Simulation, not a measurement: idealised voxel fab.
This section sets out a process module, namely voxel ribs on slabs.
280 nm wide, 5 nm square cells: that's cross-section cut.
Cross-section = grid of square cells, listed top down in bands; band = one or more rows.
What a band's entry tells you: where the top is and where the bottom is, as heights in nm, and after that what lies inside, material by material from left to right, each with its width in nm. Empty space is written as the word "air", and a single material marked with the word "full width" occupies the band from edge to edge.
Heights from 0 (as-received wafer is one material below). Bottom band endless downward, as "0..down".
A two-number width, for instance "30->40", indicates that the width is equal to the first number in the top row of the band and to the second number in the bottom row, and that it changes by a constant amount per row of cells.
What does "no alterations made" mean for a step? It means no cell of the cross-section changed in that step.
"Closed void roster" specifies each empty space that is not open to the top and that occupies no fewer than 8 cells, using the form width x height at distance, the distance measured from the left edge and all three quantities in nm.
What comes after the settings on a step's line is commentary from the simulator itself on that step.
overlay nm: on a step with a mask, how far right of its planned place the mask lay; negative means left.
Listed below are the process steps as planned:
1 RECEIVE [material Si]
2 DIRECTIONAL_DEP [material SiO2] [thk nm 25]
3 DIRECTIONAL_DEP [material SiN] [thk nm 25]
4 MASKED_ETCH [tone cover] [mask id RIB] [width nm 15] [etch materials SiN] [depth nm 15] [overlay nm -15]
5 PATTERN [tone cover] [mask id SLAB] [material resist] [width nm 55] [thk nm 20] [overlay nm 0]
6 DIRECTIONAL_ETCH [etch materials SiN] [depth nm 10]
7 STRIP [etch materials resist]
8 FILL_DEP [material SiO2] [thk nm 20]
9 CMP [height nm 65]
10 DIRECTIONAL_DEP [material TiN] [thk nm 10]
11 DIRECTIONAL_DEP [material aC] [thk nm 15]
12 PATTERN [tone cover] [mask id HEATER] [material resist] [width nm 25] [thk nm 35] [overlay nm 0]
13 DIRECTIONAL_ETCH [etch materials aC] [depth nm 15]
14 STRIP [etch materials resist]
15 DIRECTIONAL_ETCH [etch materials TiN] [depth nm 10]
16 STRIP [etch materials aC]
17 CONFORMAL_DEP [material SiN] [thk nm 10]
Every wafer here starts from the same state; it is the step 4 overlay nm that distinguishes them, and the value the plan gives belongs to the first wafer.
As-received cross-section, first of several wafers, post step 1:
  0..down = Si full width
  Closed void roster: none
Module finished, last step 17 done: cross-section of the first of several wafers:
  85..75 = air=115; SiN=45; air=120
  75..65 = SiN=125; TiN=25; SiN=130
  65..50 = SiO2 full width
  50..35 = SiO2=115; SiN=15; SiO2=150
  35..25 = SiO2=110; SiN=55; SiO2=115
  25..0 = SiO2 full width
  0..down = Si full width
  Closed void roster: none
Cross-section at module completion, last wafer:
  85..75 = air=115; SiN=45; air=120
  75..65 = SiN=125; TiN=25; SiN=130
  65..50 = SiO2 full width
  50..35 = SiO2=145; SiN=15; SiO2=120
  35..25 = SiO2=110; SiN=55; SiO2=115
  25..0 = SiO2 full width
  0..down = Si full width
  Closed void roster: none
Take any row and you have a wafer at the end of the module: how many cells of each material it has gained (+) or lost (-) since it was received, and then its closed voids:
overlay nm -15 | +151 SiN | +697 SiO2 | +10 TiN | Closed void roster: none
overlay nm -10 | +151 SiN | +697 SiO2 | +10 TiN | Closed void roster: none
overlay nm -5 | +151 SiN | +697 SiO2 | +10 TiN | Closed void roster: none
overlay nm 0 | +151 SiN | +697 SiO2 | +10 TiN | Closed void roster: none
overlay nm 5 | +151 SiN | +697 SiO2 | +10 TiN | Closed void roster: none
overlay nm 10 | +151 SiN | +697 SiO2 | +10 TiN | Closed void roster: none
overlay nm 15 | +151 SiN | +697 SiO2 | +10 TiN | Closed void roster: none
